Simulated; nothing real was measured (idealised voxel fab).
Process module name: voxel ribs on slabs
In the cross-section labelled cut, the width is 270 nm and each square cell is 5 nm.
In what follows, cross-sections appear as grids of square cells, described through bands that run from the top down, where every band is one or more rows of cells. Each band's line starts with the height of the band's top and of its bottom, in nm. Then come its materials from left to right, each with its width in nm. One material with "everywhere" fills the band from edge to edge. "blank" is empty space. Height datum 0, below which the as-received substrate wafer is one material. Lowest band open at the bottom, running downward: "top 0, no bottom". The expression "30->40" gives the width at the extremes of the band, the first number at its top row of cells and the second at its bottom row, with the width changing by equal amounts from each row to the next in between. Step marked "remained the same"? Then no cell in the cross-section changed in it. "Enclosed internal cavities" - sealed voids, min. 8 cells, no opening to top; format: width x height at distance (distance from left edge; nm throughout). That trailing text on a step's line, after the settings, is the simulator's own remark on the step. The optional step-line setting "overlay nm" applies to steps with a mask and quantifies how far to the right of its planned location the mask lay, a negative value indicating leftward placement.

[This section lists the process steps that were planned]
| 1 | RECEIVE, material Si |
| 2 | DIRECTIONAL_DEP, material SiO2, thk nm 20 |
| 3 | DIRECTIONAL_DEP, material SiN, thk nm 15 |
| 4 | MASKED_ETCH, tone cover, mask id RIB, width nm 15, etch materials SiN, depth nm 5, overlay nm 0 |
| 5 | DIRECTIONAL_DEP, material aC, thk nm 10 |
| 6 | PATTERN, tone cover, mask id SLAB, material resist, width nm 65, thk nm 30, overlay nm 0 |
| 7 | DIRECTIONAL_ETCH, etch materials aC, depth nm 10 |
| 8 | STRIP, etch materials resist |
| 9 | DIRECTIONAL_ETCH, etch materials SiN, depth nm 10 |
| 10 | STRIP, etch materials aC |
| 11 | FILL_DEP, material SiO2, thk nm 20 |
| 12 | CMP, height nm 50 |
| 13 | DIRECTIONAL_DEP, material W, thk nm 5 |
| 14 | PATTERN, tone cover, mask id HEATER, material resist, width nm 25, thk nm 20, overlay nm 0 |
| 15 | DIRECTIONAL_ETCH, etch materials W, depth nm 5 |
| 16 | STRIP, etch materials resist |
| 17 | CONFORMAL_DEP, material SiO2, thk nm 10 |

[Here's what the wafer looked like in cross-section when it arrived - that's after step 1]
- top 0, no bottom = Si everywhere
- Enclosed internal cavities: none

[Cross-section, first of two wafers, end of module, run as planned]
- top 65, bottom 60 = blank=110 / SiO2=45 / blank=115
- top 60, bottom 55 = SiO2 everywhere
- top 55, bottom 50 = SiO2=120 / W=25 / SiO2=125
- top 50, bottom 35 = SiO2 everywhere
- top 35, bottom 30 = SiO2=125 / SiN=15 / SiO2=130
- top 30, bottom 20 = SiO2=100 / SiN=65 / SiO2=105
- top 20, bottom 0 = SiO2 everywhere
- top 0, no bottom = Si everywhere
- Enclosed internal cavities: none

[Second of two wafers, module complete, sectioned: it shares the first wafer's start and plan but was run with one mistake]
- top 65, bottom 60 = blank=115 / SiO2=45 / blank=110
- top 60, bottom 55 = SiO2 everywhere
- top 55, bottom 50 = SiO2=125 / W=25 / SiO2=120
- top 50, bottom 35 = SiO2 everywhere
- top 35, bottom 30 = SiO2=125 / SiN=15 / SiO2=130
- top 30, bottom 20 = SiO2=100 / SiN=65 / SiO2=105
- top 20, bottom 0 = SiO2 everywhere
- top 0, no bottom = Si everywhere
- Enclosed internal cavities: none
Misprocessing identified: heads up, step 14 didn't go per plan, it actually ran as PATTERN, tone cover, mask id HEATER, material resist, width nm 25, thk nm 20, overlay nm 5
By the end, you'd get the same cell count for each material on either wafer, but the second wafer puts them somewhere else.
